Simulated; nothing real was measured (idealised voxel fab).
You're looking at the process module voxel self aligned vias.
In the cross-section labelled cut, the width is 175 nm and each square cell is 5 nm.
Square cells in a grid make up a cross-section in this document, and the grid is given as bands, listed from the top down, each one or more rows of cells. The entry gives the band's vertical extent as a top height and a bottom height in nm, then its horizontal make-up as materials from left to right, each with a width in nm. "air" stands for empty space; a single material marked "throughout" fills the band edge to edge. Where do heights start? At 0: under that level the wafer as delivered is made of one material only. And the lowest band has no floor; it just carries on downward, as in "0 down". Width: "30 to 40" (first number = top row, second number = bottom row, same change from row to row of cells). Step note "no modifications" = no cross-section cell changed. "Internal closed voids" lists enclosed empty spaces (at least 8 cells, no open path upward to the top), each as width x height at distance from the left edge, in nm. The remark found on a step's line after its settings is issued by the simulator itself and pertains to that step. The setting "overlay nm" may be written on the line of a step. When the step uses a mask, the value reports how far to the right of the planned place the mask lay, and a negative value reports that it lay to the left. For the reader: what remains of this document is a series of pairs, each showing a cross-section before one process step and a cross-section after that step which reaches down only to the lowest band that changed, with the step between them and its settings set out under the pair. It should not be assumed that a pair continues from the pair above it; the pairs can come from different runs of this module on the same starting wafer, and such continuity exists only where the entry headed "Before the step" says so.
## Before the step
    0 down: Si throughout
    Internal closed voids: none
## State After Step
    15 to 0: SiO2 throughout
    Rest of section, below 0: as before.
    Internal closed voids: none
Process step separating the two views above: CONFORMAL_DEP, material SiO2, thk nm 15
Before the step: nothing new to draw here, it's the after view of the pair just above.
## State After Step
    20 to 15: SiCN throughout
    Rest of section, below 15: as before.
    Internal closed voids: none
Process step separating the two views above: CONFORMAL_DEP, material SiCN, thk nm 5
Before the step: nothing new to draw here, it's the after view of the pair just above.
## State After Step
    40 to 20: lowk throughout
    Rest of section, below 20: as before.
    Internal closed voids: none
Process step separating the two views above: DIRECTIONAL_DEP, material lowk, thk nm 20
Before the step: nothing new to draw here, it's the after view of the pair just above.
## State After Step
    55 to 40: resist 40 nm | air 20 nm | resist 50 nm | air 20 nm | resist 45 nm
    Rest of section, below 40: as before.
    Internal closed voids: none
Process step separating the two views above: PATTERN, tone open, mask id LINES, material resist, width nm 20, pitch nm 70, thk nm 15, overlay nm 0
Before the step: nothing new to draw here, it's the after view of the pair just above.
## State After Step
    55 to 40: resist 40 nm | air 20 nm | resist 50 nm | air 20 nm | resist 45 nm
    40 to 20: lowk 40 nm | air 20 nm | lowk 50 nm | air 20 nm | lowk 45 nm
    Rest of section, below 20: as before.
    Internal closed voids: none
Process step separating the two views above: DIRECTIONAL_ETCH, etch materials lowk, depth nm 20
Before the step: nothing new to draw here, it's the after view of the pair just above.
## State After Step
    40 to 20: lowk 40 nm | air 20 nm | lowk 50 nm | air 20 nm | lowk 45 nm
    Rest of section, below 20: as before.
    Internal closed voids: none
Process step separating the two views above: STRIP, etch materials resist
Before the step: nothing new to draw here, it's the after view of the pair just above.
## State After Step
    45 to 40: TiN 45 nm | air 10 nm | TiN 60 nm | air 10 nm | TiN 50 nm
    40 to 25: lowk 40 nm | TiN 5 nm | air 10 nm | TiN 5 nm | lowk 50 nm | TiN 5 nm | air 10 nm | TiN 5 nm | lowk 45 nm
    25 to 20: lowk 40 nm | TiN 20 nm | lowk 50 nm | TiN 20 nm | lowk 45 nm
    Rest of section, below 20: as before.
    Internal closed voids: none
Process step separating the two views above: CONFORMAL_DEP, material TiN, thk nm 5
Before the step: nothing new to draw here, it's the after view of the pair just above.
## State After Step
    55 to 45: Ru throughout
    45 to 40: TiN 45 nm | Ru 10 nm | TiN 60 nm | Ru 10 nm | TiN 50 nm
    40 to 25: lowk 40 nm | TiN 5 nm | Ru 10 nm | TiN 5 nm | lowk 50 nm | TiN 5 nm | Ru 10 nm | TiN 5 nm | lowk 45 nm
    Rest of section, below 25: as before.
    Internal closed voids: none
Process step separating the two views above: FILL_DEP, material Ru, thk nm 10
Before the step: nothing new to draw here, it's the after view of the pair just above.
## State After Step
    40 to 25: lowk 40 nm | TiN 5 nm | Ru 10 nm | TiN 5 nm | lowk 50 nm | TiN 5 nm | Ru 10 nm | TiN 5 nm | lowk 45 nm
    Rest of section, below 25: as before.
    Internal closed voids: none
Process step separating the two views above: CMP, height nm 40
Before the step: nothing new to draw here, it's the after view of the pair just above.
## State After Step
    40 to 35: lowk 40 nm | air 20 nm | lowk 50 nm | air 20 nm | lowk 45 nm
    Rest of section, below 35: as before.
    Internal closed voids: none
Process step separating the two views above: SELECTIVE_ETCH, etch materials W Ru TiN, depth nm 5
Before the step: nothing new to draw here, it's the after view of the pair just above.
## State After Step
    50 to 40: SiN throughout
    40 to 35: lowk 40 nm | SiN 20 nm | lowk 50 nm | SiN 20 nm | lowk 45 nm
    Rest of section, below 35: as before.
    Internal closed voids: none
Process step separating the two views above: FILL_DEP, material SiN, thk nm 10
Before the step: nothing new to draw here, it's the after view of the pair just above.
## State After Step
    40 to 35: lowk 40 nm | SiN 20 nm | lowk 50 nm | SiN 20 nm | lowk 45 nm
    Rest of section, below 35: as before.
    Internal closed voids: none
Process step separating the two views above: CMP, height nm 40
Before the step: nothing new to draw here, it's the after view of the pair just above.
## State After Step
    60 to 40: lowk throughout
    Rest of section, below 40: as before.
    Internal closed voids: none
Process step separating the two views above: DIRECTIONAL_DEP, material lowk, thk nm 20
Before the step: nothing new to draw here, it's the after view of the pair just above.
## State After Step
    80 to 60: resist 30 nm | air 40 nm | resist 105 nm
    Rest of section, below 60: as before.
    Internal closed voids: none
Process step separating the two views above: PATTERN, tone open, mask id VIAS, material resist, width nm 40, thk nm 20, overlay nm 0
Before the step: nothing new to draw here, it's the after view of the pair just above.
## State After Step
    80 to 60: resist 30 nm | air 40 nm | resist 105 nm
    60 to 40: lowk 30 nm | air 40 nm | lowk 105 nm
    Rest of section, below 40: as before.
    Internal closed voids: none
Process step separating the two views above: DIRECTIONAL_ETCH, etch materials lowk, depth nm 20
Before the step: nothing new to draw here, it's the after view of the pair just above.
## State After Step
    80 to 60: resist 30 nm | air 40 nm | resist 105 nm
    60 to 40: lowk 30 nm | air 40 nm | lowk 105 nm
    40 to 35: lowk 40 nm | air 20 nm | lowk 50 nm | SiN 20 nm | lowk 45 nm
    Rest of section, below 35: as before.
    Internal closed voids: none
Process step separating the two views above: DIRECTIONAL_ETCH, etch materials SiN, depth nm 5
Before the step: nothing new to draw here, it's the after view of the pair just above.
## State After Step
    60 to 40: lowk 30 nm | air 40 nm | lowk 105 nm
    Rest of section, below 40: as before.
    Internal closed voids: none
Process step separating the two views above: STRIP, etch materials resist
Before the step: nothing new to draw here, it's the after view of the pair just above.
## State After Step
    65 to 60: TiN 35 nm | air 30 nm | TiN 110 nm
    60 to 45: lowk 30 nm | TiN 5 nm | air 30 nm | TiN 5 nm | lowk 105 nm
    45 to 40: lowk 30 nm | TiN 15 nm | air 10 nm | TiN 15 nm | lowk 105 nm
    40 to 35: lowk 40 nm | TiN 20 nm | lowk 50 nm | SiN 20 nm | lowk 45 nm
    Rest of section, below 35: as before.
    Internal closed voids: none
Process step separating the two views above: CONFORMAL_DEP, material TiN, thk nm 5
Before the step: nothing new to draw here, it's the after view of the pair just above.
## State After Step
    70 to 65: W throughout
    65 to 60: TiN 35 nm | W 30 nm | TiN 110 nm
    60 to 45: lowk 30 nm | TiN 5 nm | W 30 nm | TiN 5 nm | lowk 105 nm
    45 to 40: lowk 30 nm | TiN 15 nm | W 10 nm | TiN 15 nm | lowk 105 nm
    Rest of section, below 40: as before.
    Internal closed voids: none
Process step separating the two views above: FILL_DEP, material W, thk nm 5
Before the step: nothing new to draw here, it's the after view of the pair just above.
## State After Step
    60 to 45: lowk 30 nm | TiN 5 nm | W 30 nm | TiN 5 nm | lowk 105 nm
    Rest of section, below 45: as before.
    Internal closed voids: none
Process step separating the two views above: CMP, height nm 60
Before the step: nothing new to draw here, it's the after view of the pair just above.
## State After Step
    65 to 60: SiCN throughout
    Rest of section, below 60: as before.
    Internal closed voids: none
Process step separating the two views above: CONFORMAL_DEP, material SiCN, thk nm 5
## Before the step
    15 to 0: SiO2 throughout
    0 down: Si throughout
    Internal closed voids: none
## State After Step
    35 to 15: lowk throughout
    Rest of section, below 15: as before.
    Internal closed voids: none
Process step separating the two views above: DIRECTIONAL_DEP, material lowk, thk nm 20
Before the step: nothing new to draw here, it's the after view of the pair just above.
## State After Step
    50 to 35: resist 40 nm | air 20 nm | resist 50 nm | air 20 nm | resist 45 nm
    Rest of section, below 35: as before.
    Internal closed voids: none
Process step separating the two views above: PATTERN, tone open, mask id LINES, material resist, width nm 20, pitch nm 70, thk nm 15, overlay nm 0
Before the step: nothing new to draw here, it's the after view of the pair just above.
## State After Step
    50 to 35: resist 40 nm | air 20 nm | resist 50 nm | air 20 nm | resist 45 nm
    35 to 15: lowk 40 nm | air 20 nm | lowk 50 nm | air 20 nm | lowk 45 nm
    Rest of section, below 15: as before.
    Internal closed voids: none
Process step separating the two views above: DIRECTIONAL_ETCH, etch materials lowk, depth nm 20
Before the step: nothing new to draw here, it's the after view of the pair just above.
## State After Step
    35 to 15: lowk 40 nm | air 20 nm | lowk 50 nm | air 20 nm | lowk 45 nm
    Rest of section, below 15: as before.
    Internal closed voids: none
Process step separating the two views above: STRIP, etch materials resist
Before the step: nothing new to draw here, it's the after view of the pair just above.
## State After Step
    40 to 35: TiN 45 nm | air 10 nm | TiN 60 nm | air 10 nm | TiN 50 nm
    35 to 20: lowk 40 nm | TiN 5 nm | air 10 nm | TiN 5 nm | lowk 50 nm | TiN 5 nm | air 10 nm | TiN 5 nm | lowk 45 nm
    20 to 15: lowk 40 nm | TiN 20 nm | lowk 50 nm | TiN 20 nm | lowk 45 nm
    Rest of section, below 15: as before.
    Internal closed voids: none
Process step separating the two views above: CONFORMAL_DEP, material TiN, thk nm 5
Before the step: nothing new to draw here, it's the after view of the pair just above.
## State After Step
    50 to 40: Ru throughout
    40 to 35: TiN 45 nm | Ru 10 nm | TiN 60 nm | Ru 10 nm | TiN 50 nm
    35 to 20: lowk 40 nm | TiN 5 nm | Ru 10 nm | TiN 5 nm | lowk 50 nm | TiN 5 nm | Ru 10 nm | TiN 5 nm | lowk 45 nm
    Rest of section, below 20: as before.
    Internal closed voids: none
Process step separating the two views above: FILL_DEP, material Ru, thk nm 10
Before the step: nothing new to draw here, it's the after view of the pair just above.
## State After Step
    40 to 35: TiN 45 nm | Ru 10 nm | TiN 60 nm | Ru 10 nm | TiN 50 nm
    Rest of section, below 35: as before.
    Internal closed voids: none
Process step separating the two views above: CMP, height nm 40
Before the step: nothing new to draw here, it's the after view of the pair just above.
## State After Step
    35 to 20: lowk 40 nm | TiN 5 nm | Ru 10 nm | TiN 5 nm | lowk 50 nm | TiN 5 nm | Ru 10 nm | TiN 5 nm | lowk 45 nm
    Rest of section, below 20: as before.
    Internal closed voids: none
Process step separating the two views above: SELECTIVE_ETCH, etch materials W Ru TiN, depth nm 5
Before the step: nothing new to draw here, it's the after view of the pair just above.
## State After Step
    45 to 35: SiN throughout
    Rest of section, below 35: as before.
    Internal closed voids: none
Process step separating the two views above: FILL_DEP, material SiN, thk nm 10
Before the step: nothing new to draw here, it's the after view of the pair just above.
## State After Step
    40 to 35: SiN throughout
    Rest of section, below 35: as before.
    Internal closed voids: none
Process step separating the two views above: CMP, height nm 40
Before the step: nothing new to draw here, it's the after view of the pair just above.
## State After Step
    60 to 40: lowk throughout
    Rest of section, below 40: as before.
    Internal closed voids: none
Process step separating the two views above: DIRECTIONAL_DEP, material lowk, thk nm 20
Before the step: nothing new to draw here, it's the after view of the pair just above.
## State After Step
    80 to 60: resist 30 nm | air 40 nm | resist 105 nm
    Rest of section, below 60: as before.
    Internal closed voids: none
Process step separating the two views above: PATTERN, tone open, mask id VIAS, material resist, width nm 40, thk nm 20, overlay nm 0
Before the step: nothing new to draw here, it's the after view of the pair just above.
## State After Step
    80 to 60: resist 30 nm | air 40 nm | resist 105 nm
    60 to 40: lowk 30 nm | air 40 nm | lowk 105 nm
    Rest of section, below 40: as before.
    Internal closed voids: none
Process step separating the two views above: DIRECTIONAL_ETCH, etch materials lowk, depth nm 20
Before the step: nothing new to draw here, it's the after view of the pair just above.
## State After Step
    80 to 60: resist 30 nm | air 40 nm | resist 105 nm
    60 to 40: lowk 30 nm | air 40 nm | lowk 105 nm
    40 to 35: SiN 30 nm | air 40 nm | SiN 105 nm
    Rest of section, below 35: as before.
    Internal closed voids: none
Process step separating the two views above: DIRECTIONAL_ETCH, etch materials SiN, depth nm 5
Before the step: nothing new to draw here, it's the after view of the pair just above.
## State After Step
    60 to 40: lowk 30 nm | air 40 nm | lowk 105 nm
    Rest of section, below 40: as before.
    Internal closed voids: none
Process step separating the two views above: STRIP, etch materials resist
Before the step: nothing new to draw here, it's the after view of the pair just above.
## State After Step
    65 to 60: TiN 35 nm | air 30 nm | TiN 110 nm
    60 to 40: lowk 30 nm | TiN 5 nm | air 30 nm | TiN 5 nm | lowk 105 nm
    40 to 35: SiN 30 nm | TiN 40 nm | SiN 105 nm
    Rest of section, below 35: as before.
    Internal closed voids: none
Process step separating the two views above: CONFORMAL_DEP, material TiN, thk nm 5
Before the step: nothing new to draw here, it's the after view of the pair just above.
## State After Step
    70 to 65: W throughout
    65 to 60: TiN 35 nm | W 30 nm | TiN 110 nm
    60 to 40: lowk 30 nm | TiN 5 nm | W 30 nm | TiN 5 nm | lowk 105 nm
    Rest of section, below 40: as before.
    Internal closed voids: none
Process step separating the two views above: FILL_DEP, material W, thk nm 5
Before the step: nothing new to draw here, it's the after view of the pair just above.
## State After Step
    60 to 40: lowk 30 nm | TiN 5 nm | W 30 nm | TiN 5 nm | lowk 105 nm
    Rest of section, below 40: as before.
    Internal closed voids: none
Process step separating the two views above: CMP, height nm 60
Before the step: nothing new to draw here, it's the after view of the pair just above.
## State After Step
    65 to 60: SiCN throughout
    Rest of section, below 60: as before.
    Internal closed voids: none
Process step separating the two views above: CONFORMAL_DEP, material SiCN, thk nm 5
## Before the step
    80 to 60: resist 30 nm | air 40 nm | resist 105 nm
    60 to 40: lowk 30 nm | air 40 nm | lowk 105 nm
    40 to 35: lowk 40 nm | SiN 20 nm | lowk 50 nm | SiN 20 nm | lowk 45 nm
    35 to 25: lowk 40 nm | TiN 5 nm | Ru 10 nm | TiN 5 nm | lowk 50 nm | TiN 5 nm | Ru 10 nm | TiN 5 nm | lowk 45 nm
    25 to 20: lowk 40 nm | TiN 20 nm | lowk 50 nm | TiN 20 nm | lowk 45 nm
    20 to 15: SiCN throughout
    15 to 0: SiO2 throughout
    0 down: Si throughout
    Internal closed voids: none
## State After Step
    80 to 60: resist 30 nm | air 40 nm | resist 105 nm
    60 to 40: lowk 30 nm | air 40 nm | lowk 105 nm
    40 to 35: lowk 30 nm | air 10 nm | SiN 20 nm | air 10 nm | lowk 40 nm | SiN 20 nm | lowk 45 nm
    35 to 25: lowk 30 nm | air 10 nm | TiN 5 nm | Ru 10 nm | TiN 5 nm | air 10 nm | lowk 40 nm | TiN 5 nm | Ru 10 nm | TiN 5 nm | lowk 45 nm
    25 to 20: lowk 30 nm | air 10 nm | TiN 20 nm | air 10 nm | lowk 40 nm | TiN 20 nm | lowk 45 nm
    Rest of section, below 20: as before.
    Internal closed voids: none
Process step separating the two views above: DIRECTIONAL_ETCH, etch materials lowk, depth nm 20
Before the step: nothing new to draw here, it's the after view of the pair just above.
## State After Step
    80 to 60: resist 30 nm | air 40 nm | resist 105 nm
    60 to 40: lowk 30 nm | air 40 nm | lowk 105 nm
    40 to 35: lowk 30 nm | air 40 nm | lowk 40 nm | SiN 20 nm | lowk 45 nm
    Rest of section, below 35: as before.
    Internal closed voids: none
Process step separating the two views above: DIRECTIONAL_ETCH, etch materials SiN, depth nm 5
Before the step: nothing new to draw here, it's the after view of the pair just above.
## State After Step
    60 to 40: lowk 30 nm | air 40 nm | lowk 105 nm
    Rest of section, below 40: as before.
    Internal closed voids: none
Process step separating the two views above: STRIP, etch materials resist
Before the step: nothing new to draw here, it's the after view of the pair just above.
## State After Step
    65 to 60: TiN 35 nm | air 30 nm | TiN 110 nm
    60 to 40: lowk 30 nm | TiN 5 nm | air 30 nm | TiN 5 nm | lowk 105 nm
    40 to 35: lowk 30 nm | TiN 40 nm | lowk 40 nm | SiN 20 nm | lowk 45 nm
    35 to 25: lowk 30 nm | TiN 15 nm | Ru 10 nm | TiN 15 nm | lowk 40 nm | TiN 5 nm | Ru 10 nm | TiN 5 nm | lowk 45 nm
    25 to 20: lowk 30 nm | TiN 40 nm | lowk 40 nm | TiN 20 nm | lowk 45 nm
    Rest of section, below 20: as before.
    Internal closed voids: none
Process step separating the two views above: CONFORMAL_DEP, material TiN, thk nm 5
Before the step: nothing new to draw here, it's the after view of the pair just above.
## State After Step
    70 to 65: W throughout
    65 to 60: TiN 35 nm | W 30 nm | TiN 110 nm
    60 to 40: lowk 30 nm | TiN 5 nm | W 30 nm | TiN 5 nm | lowk 105 nm
    Rest of section, below 40: as before.
    Internal closed voids: none
Process step separating the two views above: FILL_DEP, material W, thk nm 5
Before the step: nothing new to draw here, it's the after view of the pair just above.
## State After Step
    60 to 40: lowk 30 nm | TiN 5 nm | W 30 nm | TiN 5 nm | lowk 105 nm
    Rest of section, below 40: as before.
    Internal closed voids: none
Process step separating the two views above: CMP, height nm 60
Before the step: nothing new to draw here, it's the after view of the pair just above.
## State After Step
    65 to 60: SiCN throughout
    Rest of section, below 60: as before.
    Internal closed voids: none
Process step separating the two views above: CONFORMAL_DEP, material SiCN, thk nm 5
## Before the step
    35 to 15: lowk throughout
    15 to 0: SiO2 throughout
    0 down: Si throughout
    Internal closed voids: none
## State After Step
    40 to 35: SiCN throughout
    Rest of section, below 35: as before.
    Internal closed voids: none
Process step separating the two views above: CONFORMAL_DEP, material SiCN, thk nm 5
Before the step: nothing new to draw here, it's the after view of the pair just above.
## State After Step
    55 to 40: resist 40 nm | air 20 nm | resist 50 nm | air 20 nm | resist 45 nm
    Rest of section, below 40: as before.
    Internal closed voids: none
Process step separating the two views above: PATTERN, tone open, mask id LINES, material resist, width nm 20, pitch nm 70, thk nm 15, overlay nm 0
Before the step: nothing new to draw here, it's the after view of the pair just above.
## State After Step
    40 to 35: SiCN throughout
    Rest of section, below 35: as before.
    Internal closed voids: none
Process step separating the two views above: STRIP, etch materials resist
Before the step: nothing new to draw here, it's the after view of the pair just above.
## State After Step
    45 to 40: TiN throughout
    Rest of section, below 40: as before.
    Internal closed voids: none
Process step separating the two views above: CONFORMAL_DEP, material TiN, thk nm 5
Before the step: nothing new to draw here, it's the after view of the pair just above.
## State After Step
    55 to 45: Ru throughout
    Rest of section, below 45: as before.
    Internal closed voids: none
Process step separating the two views above: FILL_DEP, material Ru, thk nm 10
Before the step: nothing new to draw here, it's the after view of the pair just above.
## State After Step
    40 to 35: SiCN throughout
    Rest of section, below 35: as before.
    Internal closed voids: none
Process step separating the two views above: CMP, height nm 40
Before the step: nothing new to draw here, it's the after view of the pair just above.
## State After Step
    50 to 40: SiN throughout
    Rest of section, below 40: as before.
    Internal closed voids: none
Process step separating the two views above: FILL_DEP, material SiN, thk nm 10
Before the step: nothing new to draw here, it's the after view of the pair just above.
## State After Step
    40 to 35: SiCN throughout
    Rest of section, below 35: as before.
    Internal closed voids: none
Process step separating the two views above: CMP, height nm 40
Before the step: nothing new to draw here, it's the after view of the pair just above.
## State After Step
    60 to 40: lowk throughout
    Rest of section, below 40: as before.
    Internal closed voids: none
Process step separating the two views above: DIRECTIONAL_DEP, material lowk, thk nm 20
Before the step: nothing new to draw here, it's the after view of the pair just above.
## State After Step
    80 to 60: resist 30 nm | air 40 nm | resist 105 nm
    Rest of section, below 60: as before.
    Internal closed voids: none
Process step separating the two views above: PATTERN, tone open, mask id VIAS, material resist, width nm 40, thk nm 20, overlay nm 0
Before the step: nothing new to draw here, it's the after view of the pair just above.
## State After Step
    80 to 60: resist 30 nm | air 40 nm | resist 105 nm
    60 to 40: lowk 30 nm | air 40 nm | lowk 105 nm
    Rest of section, below 40: as before.
    Internal closed voids: none
Process step separating the two views above: DIRECTIONAL_ETCH, etch materials lowk, depth nm 20
Before the step: nothing new to draw here, it's the after view of the pair just above.
## State After Step
    60 to 40: lowk 30 nm | air 40 nm | lowk 105 nm
    Rest of section, below 40: as before.
    Internal closed voids: none
Process step separating the two views above: STRIP, etch materials resist
Before the step: nothing new to draw here, it's the after view of the pair just above.
## State After Step
    65 to 60: TiN 35 nm | air 30 nm | TiN 110 nm
    60 to 45: lowk 30 nm | TiN 5 nm | air 30 nm | TiN 5 nm | lowk 105 nm
    45 to 40: lowk 30 nm | TiN 40 nm | lowk 105 nm
    Rest of section, below 40: as before.
    Internal closed voids: none
Process step separating the two views above: CONFORMAL_DEP, material TiN, thk nm 5
Before the step: nothing new to draw here, it's the after view of the pair just above.
## State After Step
    70 to 65: W throughout
    65 to 60: TiN 35 nm | W 30 nm | TiN 110 nm
    60 to 45: lowk 30 nm | TiN 5 nm | W 30 nm | TiN 5 nm | lowk 105 nm
    Rest of section, below 45: as before.
    Internal closed voids: none
Process step separating the two views above: FILL_DEP, material W, thk nm 5
Before the step: nothing new to draw here, it's the after view of the pair just above.
## State After Step
    60 to 45: lowk 30 nm | TiN 5 nm | W 30 nm | TiN 5 nm | lowk 105 nm
    Rest of section, below 45: as before.
    Internal closed voids: none
Process step separating the two views above: CMP, height nm 60
Before the step: nothing new to draw here, it's the after view of the pair just above.
## State After Step
    65 to 60: SiCN throughout
    Rest of section, below 60: as before.
    Internal closed voids: none
Process step separating the two views above: CONFORMAL_DEP, material SiCN, thk nm 5
## Before the step
    0 down: Si throughout
    Internal closed voids: none
## State After Step
    25 to 0: SiO2 throughout
    Rest of section, below 0: as before.
    Internal closed voids: none
Process step separating the two views above: CONFORMAL_DEP, material SiO2, thk nm 25
Before the step: nothing new to draw here, it's the after view of the pair just above.
## State After Step
    30 to 25: SiCN throughout
    Rest of section, below 25: as before.
    Internal closed voids: none
Process step separating the two views above: CONFORMAL_DEP, material SiCN, thk nm 5
Before the step: nothing new to draw here, it's the after view of the pair just above.
## State After Step
    50 to 30: lowk throughout
    Rest of section, below 30: as before.
    Internal closed voids: none
Process step separating the two views above: DIRECTIONAL_DEP, material lowk, thk nm 20
Before the step: nothing new to draw here, it's the after view of the pair just above.
## State After Step
    65 to 50: resist 40 nm | air 20 nm | resist 50 nm | air 20 nm | resist 45 nm
    Rest of section, below 50: as before.
    Internal closed voids: none
Process step separating the two views above: PATTERN, tone open, mask id LINES, material resist, width nm 20, pitch nm 70, thk nm 15, overlay nm 0
Before the step: nothing new to draw here, it's the after view of the pair just above.
## State After Step
    65 to 50: resist 40 nm | air 20 nm | resist 50 nm | air 20 nm | resist 45 nm
    50 to 30: lowk 40 nm | air 20 nm | lowk 50 nm | air 20 nm | lowk 45 nm
    Rest of section, below 30: as before.
    Internal closed voids: none
Process step separating the two views above: DIRECTIONAL_ETCH, etch materials lowk, depth nm 20
Before the step: nothing new to draw here, it's the after view of the pair just above.
## State After Step
    50 to 30: lowk 40 nm | air 20 nm | lowk 50 nm | air 20 nm | lowk 45 nm
    Rest of section, below 30: as before.
    Internal closed voids: none
Process step separating the two views above: STRIP, etch materials resist
Before the step: nothing new to draw here, it's the after view of the pair just above.
## State After Step
    55 to 50: TiN 45 nm | air 10 nm | TiN 60 nm | air 10 nm | TiN 50 nm
    50 to 35: lowk 40 nm | TiN 5 nm | air 10 nm | TiN 5 nm | lowk 50 nm | TiN 5 nm | air 10 nm | TiN 5 nm | lowk 45 nm
    35 to 30: lowk 40 nm | TiN 20 nm | lowk 50 nm | TiN 20 nm | lowk 45 nm
    Rest of section, below 30: as before.
    Internal closed voids: none
Process step separating the two views above: CONFORMAL_DEP, material TiN, thk nm 5
Before the step: nothing new to draw here, it's the after view of the pair just above.
## State After Step
    65 to 55: Ru throughout
    55 to 50: TiN 45 nm | Ru 10 nm | TiN 60 nm | Ru 10 nm | TiN 50 nm
    50 to 35: lowk 40 nm | TiN 5 nm | Ru 10 nm | TiN 5 nm | lowk 50 nm | TiN 5 nm | Ru 10 nm | TiN 5 nm | lowk 45 nm
    Rest of section, below 35: as before.
    Internal closed voids: none
Process step separating the two views above: FILL_DEP, material Ru, thk nm 10
Before the step: nothing new to draw here, it's the after view of the pair just above.
## State After Step
    40 to 35: lowk 40 nm | TiN 5 nm | Ru 10 nm | TiN 5 nm | lowk 50 nm | TiN 5 nm | Ru 10 nm | TiN 5 nm | lowk 45 nm
    Rest of section, below 35: as before.
    Internal closed voids: none
Process step separating the two views above: CMP, height nm 40
Before the step: nothing new to draw here, it's the after view of the pair just above.
## State After Step
    40 to 35: lowk 40 nm | air 20 nm | lowk 50 nm | air 20 nm | lowk 45 nm
    Rest of section, below 35: as before.
    Internal closed voids: none
Process step separating the two views above: SELECTIVE_ETCH, etch materials W Ru TiN, depth nm 5
Before the step: nothing new to draw here, it's the after view of the pair just above.
## State After Step
    50 to 40: SiN throughout
    40 to 35: lowk 40 nm | SiN 20 nm | lowk 50 nm | SiN 20 nm | lowk 45 nm
    Rest of section, below 35: as before.
    Internal closed voids: none
Process step separating the two views above: FILL_DEP, material SiN, thk nm 10
Before the step: nothing new to draw here, it's the after view of the pair just above.
## State After Step
    40 to 35: lowk 40 nm | SiN 20 nm | lowk 50 nm | SiN 20 nm | lowk 45 nm
    Rest of section, below 35: as before.
    Internal closed voids: none
Process step separating the two views above: CMP, height nm 40
Before the step: nothing new to draw here, it's the after view of the pair just above.
## State After Step
    60 to 40: lowk throughout
    Rest of section, below 40: as before.
    Internal closed voids: none
Process step separating the two views above: DIRECTIONAL_DEP, material lowk, thk nm 20
Before the step: nothing new to draw here, it's the after view of the pair just above.
## State After Step
    80 to 60: resist 30 nm | air 40 nm | resist 105 nm
    Rest of section, below 60: as before.
    Internal closed voids: none
Process step separating the two views above: PATTERN, tone open, mask id VIAS, material resist, width nm 40, thk nm 20, overlay nm 0
Before the step: nothing new to draw here, it's the after view of the pair just above.
## State After Step
    80 to 60: resist 30 nm | air 40 nm | resist 105 nm
    60 to 40: lowk 30 nm | air 40 nm | lowk 105 nm
    Rest of section, below 40: as before.
    Internal closed voids: none
Process step separating the two views above: DIRECTIONAL_ETCH, etch materials lowk, depth nm 20
Before the step: nothing new to draw here, it's the after view of the pair just above.
## State After Step
    80 to 60: resist 30 nm | air 40 nm | resist 105 nm
    60 to 40: lowk 30 nm | air 40 nm | lowk 105 nm
    40 to 35: lowk 40 nm | air 20 nm | lowk 50 nm | SiN 20 nm | lowk 45 nm
    Rest of section, below 35: as before.
    Internal closed voids: none
Process step separating the two views above: DIRECTIONAL_ETCH, etch materials SiN, depth nm 5
Before the step: nothing new to draw here, it's the after view of the pair just above.
## State After Step
    60 to 40: lowk 30 nm | air 40 nm | lowk 105 nm
    Rest of section, below 40: as before.
    Internal closed voids: none
Process step separating the two views above: STRIP, etch materials resist
Before the step: nothing new to draw here, it's the after view of the pair just above.
## State After Step
    65 to 60: TiN 35 nm | air 30 nm | TiN 110 nm
    60 to 45: lowk 30 nm | TiN 5 nm | air 30 nm | TiN 5 nm | lowk 105 nm
    45 to 40: lowk 30 nm | TiN 15 nm | air 10 nm | TiN 15 nm | lowk 105 nm
    40 to 35: lowk 40 nm | TiN 20 nm | lowk 50 nm | SiN 20 nm | lowk 45 nm
    Rest of section, below 35: as before.
    Internal closed voids: none
Process step separating the two views above: CONFORMAL_DEP, material TiN, thk nm 5
Before the step: nothing new to draw here, it's the after view of the pair just above.
## State After Step
    70 to 65: W throughout
    65 to 60: TiN 35 nm | W 30 nm | TiN 110 nm
    60 to 45: lowk 30 nm | TiN 5 nm | W 30 nm | TiN 5 nm | lowk 105 nm
    45 to 40: lowk 30 nm | TiN 15 nm | W 10 nm | TiN 15 nm | lowk 105 nm
    Rest of section, below 40: as before.
    Internal closed voids: none
Process step separating the two views above: FILL_DEP, material W, thk nm 5
Before the step: nothing new to draw here, it's the after view of the pair just above.
## State After Step
    60 to 45: lowk 30 nm | TiN 5 nm | W 30 nm | TiN 5 nm | lowk 105 nm
    Rest of section, below 45: as before.
    Internal closed voids: none
Process step separating the two views above: CMP, height nm 60
Before the step: nothing new to draw here, it's the after view of the pair just above.
## State After Step
    65 to 60: SiCN throughout
    Rest of section, below 60: as before.
    Internal closed voids: none
Process step separating the two views above: CONFORMAL_DEP, material SiCN, thk nm 5
## Before the step
    40 to 20: lowk throughout
    20 to 15: SiCN throughout
    15 to 0: SiO2 throughout
    0 down: Si throughout
    Internal closed voids: none
## State After Step
    55 to 40: resist 40 nm | air 25 nm | resist 45 nm | air 25 nm | resist 40 nm
    Rest of section, below 40: as before.
    Internal closed voids: none
Process step separating the two views above: PATTERN, tone open, mask id LINES, material resist, width nm 25, pitch nm 70, thk nm 15, overlay nm 0
Before the step: nothing new to draw here, it's the after view of the pair just above.
## State After Step
    55 to 40: resist 40 nm | air 25 nm | resist 45 nm | air 25 nm | resist 40 nm
    40 to 20: lowk 40 nm | air 25 nm | lowk 45 nm | air 25 nm | lowk 40 nm
    Rest of section, below 20: as before.
    Internal closed voids: none
Process step separating the two views above: DIRECTIONAL_ETCH, etch materials lowk, depth nm 20
Before the step: nothing new to draw here, it's the after view of the pair just above.
## State After Step
    40 to 20: lowk 40 nm | air 25 nm | lowk 45 nm | air 25 nm | lowk 40 nm
    Rest of section, below 20: as before.
    Internal closed voids: none
Process step separating the two views above: STRIP, etch materials resist
Before the step: nothing new to draw here, it's the after view of the pair just above.
## State After Step
    45 to 40: TiN 45 nm | air 15 nm | TiN 55 nm | air 15 nm | TiN 45 nm
    40 to 25: lowk 40 nm | TiN 5 nm | air 15 nm | TiN 5 nm | lowk 45 nm | TiN 5 nm | air 15 nm | TiN 5 nm | lowk 40 nm
    25 to 20: lowk 40 nm | TiN 25 nm | lowk 45 nm | TiN 25 nm | lowk 40 nm
    Rest of section, below 20: as before.
    Internal closed voids: none
Process step separating the two views above: CONFORMAL_DEP, material TiN, thk nm 5
